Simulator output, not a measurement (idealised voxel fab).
process module | voxel double patterning
cross-section cut | 160 nm wide | cells 5 nm
A cross-section is a grid of square cells, given in bands from the top down. A band is one or more rows of cells.
Each band's line starts with the height of the band's top and of its bottom, in nm. Then come its materials from left to right, each with its width in nm. One material with "throughout" fills the band from edge to edge. "air" is empty space.
Height 0 is the level under which the wafer as received is all one material. The lowest band goes on downwards, as in "0 down".
A width such as "30 to 40" changes by the same amount from each row of cells to the next, from the band's top row to its bottom row.
"no change" after a step means that no cell of the cross-section changed.
closed voids: empty space of 8 cells or more with no open way to the top, each as width x height at its distance from the left edge, in nm
after a step's settings: what the simulator itself notes on the step
overlay nm, on a step with a mask: how far to the right of its planned place the mask lay; to the left if negative
plan
1 op RECEIVE | material Si
2 op CONFORMAL_DEP | material SiO2 | thk nm 10
3 op DIRECTIONAL_DEP | material polySi | thk nm 15
4 op DIRECTIONAL_DEP | material SiCN | thk nm 10
5 op MASKED_ETCH | tone open | mask id FIRST | width nm 15 | pitch nm 50 | etch materials SiCN | depth nm 10 | overlay nm 0
6 op DIRECTIONAL_DEP | material aC | thk nm 10
7 op PATTERN | tone open | mask id SECOND | material resist | width nm 15 | pitch nm 50 | thk nm 25 | overlay nm 0
8 op DIRECTIONAL_ETCH | etch materials aC | depth nm 10
9 op STRIP | etch materials resist
10 op DIRECTIONAL_ETCH | etch materials SiCN | depth nm 10
11 op STRIP | etch materials aC
12 op DIRECTIONAL_ETCH | etch materials polySi | depth nm 15
13 op STRIP | etch materials SiCN
as received, after step 1
  0 down: Si throughout
  closed voids: none
a wafer at the end: this start, this plan, one mistake
  25 to 15: SiO2 throughout
  15 to 0: polySi throughout
  0 down: Si throughout
  closed voids: none
what went wrong: steps 2 and 3 were swapped
